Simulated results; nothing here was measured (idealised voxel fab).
The following process module bears the name voxel self aligned contacts.
Each square cell in cross-section cut measures 5 nm, and the section as a whole is 210 nm wide.
Cross-section = grid of square cells, listed top down in bands; band = one or more rows.
Band entry format. Leading values: height of top, height of bottom, nm. Remainder: materials in left-to-right order, each with its width in nm. Special words: "throughout" on a single material, which then fills the band edge to edge; "empty", empty space.
Height is counted from the level 0, under which the received wafer is composed throughout of one material. The lowest of the bands is not closed at the bottom but continues downward, in the notation "0 and below".
Graded width ("30->40"): value in top row of band = first number; value in bottom row = second number; row-to-row change constant.
A step reported as "no change" is a step in which no cell of the cross-section changed.
Look at "Cavities, sealed" for the closed voids: empty spaces with no open path to the top, sized 8 cells or up. Each is width x height at distance, distance from the left edge, all nm.
Post-settings text on a step line: simulator's own remark regarding the step.
You can add "overlay nm" to a step's line. For a step with a mask, it describes how far the mask lay to the right of its planned position, and a negative number describes a lay to the left.
The planned process steps are enumerated hereunder
| 1 | RECEIVE with material Si |
| 2 | CONFORMAL_DEP with material SiO2, thk nm 5 |
| 3 | DIRECTIONAL_DEP with material polySi, thk nm 30 |
| 4 | DIRECTIONAL_DEP with material SiN, thk nm 20 |
| 5 | PATTERN with tone cover, mask id GATE, material resist, width nm 25, pitch nm 50, thk nm 15, overlay nm 0 |
| 6 | DIRECTIONAL_ETCH with etch materials SiN, depth nm 20 |
| 7 | DIRECTIONAL_ETCH with etch materials polySi, depth nm 30 |
| 8 | STRIP with etch materials resist |
| 9 | CONFORMAL_DEP with material SiN, thk nm 5 |
| 10 | DIRECTIONAL_ETCH with etch materials SiN, depth nm 5 |
| 11 | FILL_DEP with material SiO2, thk nm 10 |
| 12 | CMP with height nm 60 |
| 13 | PATTERN with tone open, mask id CONTACT, material resist, width nm 35, thk nm 15, overlay nm 0 |
| 14 | DIRECTIONAL_ETCH with etch materials SiO2, depth nm 60 |
| 15 | STRIP with etch materials resist |
| 16 | CONFORMAL_DEP with material TiN, thk nm 5 |
| 17 | FILL_DEP with material Ru, thk nm 5 |
| 18 | CMP with height nm 60 |
| 19 | CONFORMAL_DEP with material SiN, thk nm 5 |
Delivered wafer in cross-section: state after step 1
* 0 and below: Si throughout
* Cavities, sealed: none
The cross-section shown corresponds to the wafer at the conclusion of the module. The initial structure and the process plan are those presented above; however, one mistake occurred in executing the plan
* 65 down to 60: SiN throughout
* 60 down to 55: SiO2 (85), TiN (15), Ru (5), TiN (15), SiO2 (90)
* 55 down to 35: SiO2 (60), SiN (35), TiN (5), Ru (5), TiN (5), SiN (35), SiO2 (65)
* 35 down to 15: SiO2 (60), SiN (5), polySi (25), SiN (5), TiN (5), Ru (5), TiN (5), SiN (5), polySi (25), SiN (5), SiO2 (65)
* 15 down to 10: SiO2 (60), SiN (5), polySi (25), SiN (5), TiN (15), SiN (5), polySi (25), SiN (5), SiO2 (65)
* 10 down to 5: SiN (65), polySi (25), SiN (25), polySi (25), SiN (70)
* 5 down to 0: SiO2 throughout
* 0 and below: Si throughout
* Cavities, sealed: none
Error vs. plan: steps 9 and 10 swapped
